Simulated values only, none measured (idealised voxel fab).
Documented hereafter: the process module known as voxel self aligned vias.
Shown is cross-section cut, with a width of 245 nm and square cells of size 5 nm.
This document writes a cross-section as a grid whose cells are square, and gives it as bands, listed from the top down; one or more rows of cells form a band.
Basically the band line says how high the top is and how high the bottom is, in nm, and then what's in it from left to right, every material with its width in nm. Empty space shows up as "air", and if a single material carries "everywhere" it runs the full band edge to edge.
The level at which height equals 0 is the one under which the wafer, as it arrives, is entirely one material. No lower edge exists for the bottom band, which continues downward and is notated as in "0..down".
Quick explanation for "30 to 40": the width changes in equal steps down the rows of cells, from the first number in the band's top row to the second number in its bottom row.
"remained unchanged" for a step: no cell of the cross-section changed in that step.
Voids not open to the top, 8 cells minimum: see "Trapped void list". Written width x height at distance; distance is from the left edge; nm.
What comes after the settings on a step's line is commentary from the simulator itself on that step.
On any step carrying a mask, the "overlay nm" setting, if present on the step's line, tells how far right of its planned place the mask lay; negative values point to the left.

-- This section lists the process steps that were planned
| 1 | RECEIVE with material Si |
| 2 | CONFORMAL_DEP with material SiO2, thk nm 15 |
| 3 | CONFORMAL_DEP with material SiCN, thk nm 5 |
| 4 | DIRECTIONAL_DEP with material SiO2, thk nm 25 |
| 5 | MASKED_ETCH with tone open, mask id LINES, width nm 30, pitch nm 65, etch materials SiO2, depth nm 25, overlay nm 0 |
| 6 | CONFORMAL_DEP with material TiN, thk nm 5 |
| 7 | FILL_DEP with material W, thk nm 10 |
| 8 | CMP with height nm 45 |
| 9 | SELECTIVE_ETCH with etch materials W Ru TiN, depth nm 5 |
| 10 | FILL_DEP with material SiN, thk nm 5 |
| 11 | CMP with height nm 45 |
| 12 | DIRECTIONAL_DEP with material SiO2, thk nm 15 |
| 13 | MASKED_ETCH with tone open, mask id VIAS, width nm 50, pitch nm 65, etch materials SiO2, depth nm 15, overlay nm 0 |
| 14 | MASKED_ETCH with tone open, mask id VIAS, width nm 50, pitch nm 65, etch materials SiN, depth nm 5, overlay nm 0 |
| 15 | CONFORMAL_DEP with material TiN, thk nm 5 |
| 16 | FILL_DEP with material W, thk nm 5 |
| 17 | CMP with height nm 60 |
| 18 | CONFORMAL_DEP with material SiCN, thk nm 5 |

-- As-received state of the wafer in cross-section, equivalent to post-step 1
    0..down | Si everywhere
    Trapped void list: none

-- Cross-section: first of two wafers, module finished, run according to plan
    65..60 | SiCN everywhere
    60..50 | SiO2 30, then TiN 5, then W 40, then TiN 5, then SiO2 15, then TiN 5, then W 40, then TiN 5, then SiO2 15, then TiN 5, then W 40, then TiN 5, then SiO2 35
    50..45 | SiO2 30, then TiN 15, then W 20, then TiN 15, then SiO2 15, then TiN 15, then W 20, then TiN 15, then SiO2 15, then TiN 15, then W 20, then TiN 15, then SiO2 35
    45..40 | SiO2 40, then TiN 30, then SiO2 35, then TiN 30, then SiO2 35, then TiN 30, then SiO2 45
    40..25 | SiO2 40, then TiN 5, then W 20, then TiN 5, then SiO2 35, then TiN 5, then W 20, then TiN 5, then SiO2 35, then TiN 5, then W 20, then TiN 5, then SiO2 45
    25..20 | SiO2 40, then TiN 30, then SiO2 35, then TiN 30, then SiO2 35, then TiN 30, then SiO2 45
    20..15 | SiCN everywhere
    15..0 | SiO2 everywhere
    0..down | Si everywhere
    Trapped void list: none

-- Cross-sectional image of the second wafer of the two following completion of the module. Starting state and process plan were the same as for the first wafer; one execution error occurred
    65..60 | SiCN everywhere
    60..50 | SiO2 30, then TiN 5, then W 40, then TiN 5, then SiO2 15, then TiN 5, then W 40, then TiN 5, then SiO2 15, then TiN 5, then W 40, then TiN 5, then SiO2 35
    50..45 | SiO2 30, then TiN 50, then SiO2 15, then TiN 50, then SiO2 15, then TiN 50, then SiO2 35
    45..40 | SiCN everywhere
    40..0 | SiO2 everywhere
    0..down | Si everywhere
    Trapped void list: none
what went wrong: steps 3 and 4 got flipped, so each one ran where the other should have
Count the cells at the end and the second wafer has more or fewer of some materials than the first: 90 more of SiO2 | 42 fewer of TiN | 48 fewer of W
